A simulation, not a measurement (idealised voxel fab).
The name of this process module is voxel self aligned vias.
In the cross-section labelled cut, the width is 225 nm and each square cell is 5 nm.
Cross-section format: a grid of square cells, given as bands from top to bottom; each band is one or more rows of cells.
Band: top and bottom heights (nm) first, top before bottom; then materials from left to right, widths in nm. "all across" marks a sole material filling the band edge to edge. "empty" denotes empty space.
Counting heights begins at 0, where everything beneath is, in the wafer as received, one material. The lowest band has no bottom; it goes on downwards, as "0 nm and below" shows.
Width "30..40": first value at the band's top row of cells, second value at its bottom row, equal change from row to row.
"nothing different" after a step means that no cell of the cross-section changed.
"Closed void catalog" specifies each empty space that is not open to the top and that occupies no fewer than 8 cells, using the form width x height at distance, the distance measured from the left edge and all three quantities in nm.
It should be noted that, on the line of a given step, the content following the step's settings is a remark produced by the simulator itself with respect to that step.
overlay nm: mask offset rightward from planned place, masked step; negative means leftward offset.
## Process steps - plan
1: RECEIVE, material Si
2: CONFORMAL_DEP, material SiO2, thk nm 15
3: CONFORMAL_DEP, material SiCN, thk nm 5
4: DIRECTIONAL_DEP, material SiO2, thk nm 20
5: DIRECTIONAL_DEP, material aC, thk nm 10
6: PATTERN, tone open, mask id LINES, material resist, width nm 20, pitch nm 45, thk nm 25, overlay nm 0
7: DIRECTIONAL_ETCH, etch materials aC, depth nm 10
8: STRIP, etch materials resist
9: DIRECTIONAL_ETCH, etch materials SiO2, depth nm 20
10: STRIP, etch materials aC
11: CONFORMAL_DEP, material TiN, thk nm 5
12: FILL_DEP, material Ru, thk nm 10
13: CMP, height nm 40
14: SELECTIVE_ETCH, etch materials W Ru TiN, depth nm 5
15: FILL_DEP, material SiN, thk nm 10
16: CMP, height nm 40
17: DIRECTIONAL_DEP, material SiO2, thk nm 20
18: MASKED_ETCH, tone open, mask id VIAS, width nm 30, etch materials SiO2, depth nm 20, overlay nm 0
19: MASKED_ETCH, tone open, mask id VIAS, width nm 30, etch materials SiN, depth nm 5, overlay nm 0
20: CONFORMAL_DEP, material TiN, thk nm 5
21: FILL_DEP, material Ru, thk nm 5
22: CMP, height nm 60
23: CONFORMAL_DEP, material SiCN, thk nm 5
## This is the cross-section of the wafer as we received it, i.e. after step 1
	0 nm and below  Si all across
	Closed void catalog: none
## First of two wafers at the end of the module, shown in cross-section; run carried out as planned
	65 nm to 60 nm  SiCN all across
	60 nm to 45 nm  SiO2 75; TiN 5; Ru 20; TiN 5; SiO2 120
	45 nm to 40 nm  SiO2 75; TiN 10; Ru 10; TiN 10; SiO2 120
	40 nm to 35 nm  SiO2 80; TiN 20; SiO2 25; SiN 20; SiO2 80
	35 nm to 25 nm  SiO2 80; TiN 5; Ru 10; TiN 5; SiO2 25; TiN 5; Ru 10; TiN 5; SiO2 80
	25 nm to 20 nm  SiO2 80; TiN 20; SiO2 25; TiN 20; SiO2 80
	20 nm to 15 nm  SiCN all across
	15 nm to 0 nm  SiO2 all across
	0 nm and below  Si all across
	Closed void catalog: none
## Second of two wafers, module complete, sectioned: it shares the first wafer's start and plan but was run with one mistake
	65 nm to 60 nm  SiCN all across
	60 nm to 40 nm  SiO2 75; TiN 5; Ru 20; TiN 5; SiO2 120
	40 nm to 35 nm  SiN 75; TiN 30; SiN 120
	35 nm to 20 nm  SiO2 80; TiN 5; Ru 10; TiN 5; SiO2 25; TiN 5; Ru 10; TiN 5; SiO2 80
	20 nm to 15 nm  SiO2 80; TiN 20; SiO2 25; TiN 20; SiO2 80
	15 nm to 0 nm  SiO2 all across
	0 nm and below  Si all across
	Closed void catalog: none
What went wrong in running the wafer? plan step 3 was not performed, having been skipped
It is noted that, at the conclusion of processing, the second wafer exhibits a higher or lower cell count for certain materials relative to the first: Ru: 6 more | SiCN: 45 fewer | SiN: 35 more | TiN: 4 more
